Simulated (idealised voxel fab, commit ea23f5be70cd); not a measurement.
This section sets out a process module, namely voxel released beams.
Cross-section cut: width 205 nm, square cells of 5 nm.
Cross-sections here: square-cell grids, written as top-down lists of bands, a band being one or more rows of cells.
Look at the band entry: it leads with the top's height and the bottom's height in nm. Then it lists the materials left to right, with a width in nm for each. The word "full width" on a single material says that material fills the band edge to edge. The word "air" is empty space.
Ref level 0: as-received wafer is one material below here. Bottom band extends down with no lower bound ("0..down").
Width "30 to 40": first value at the band's top row of cells, second value at its bottom row, equal change from row to row.
"changes: none" for a step: no cell of the cross-section changed in that step.
Under "Closed empty spaces" you'll find the enclosed gaps, the ones with no way out to the top, that are 8 cells or bigger; each reads width x height at distance, with distance counted from the left edge, everything in nm.
Whatever follows a step's settings on its line is a remark the simulator itself makes about that step.
"overlay nm" answers the question of how far to the right of plan the mask lay on a step that has a mask, and when it is negative the answer is to the left.
-- Here's what the planned process steps look like
step 1: op RECEIVE | material Si
step 2: op CONFORMAL_DEP | material SiN | thk nm 5
step 3: op DIRECTIONAL_DEP | material SiO2 | thk nm 15
step 4: op PATTERN | tone open | mask id ANCHOR | material resist | width nm 35 | thk nm 20 | overlay nm 0
step 5: op DIRECTIONAL_ETCH | etch materials SiO2 | depth nm 15
step 6: op STRIP | etch materials resist
step 7: op CONFORMAL_DEP | material TiN | thk nm 15
step 8: op PATTERN | tone cover | mask id BEAM | material resist | width nm 95 | thk nm 15 | overlay nm 0
step 9: op DIRECTIONAL_ETCH | etch materials TiN | depth nm 15
step 10: op STRIP | etch materials resist
step 11: op STRIP | etch materials SiO2
varied across the wafers: width nm of step 8. The plan shows the first wafer's value. All wafers start alike
-- Step 1 complete: as-received cross-section of the first of several wafers
	0..down: Si full width
	Closed empty spaces: none
-- each wafer at the end: cells of each material gained (+) or lost (-) since it was received, then its closed voids
width nm 95, +41 SiN, +75 TiN, Closed empty spaces: none
width nm 100, +41 SiN, +78 TiN, Closed empty spaces: none
width nm 105, +41 SiN, +81 TiN, Closed empty spaces: none
width nm 110, +41 SiN, +84 TiN, Closed empty spaces: none
width nm 115, +41 SiN, +87 TiN, Closed empty spaces: none
width nm 120, +41 SiN, +90 TiN, Closed empty spaces: none
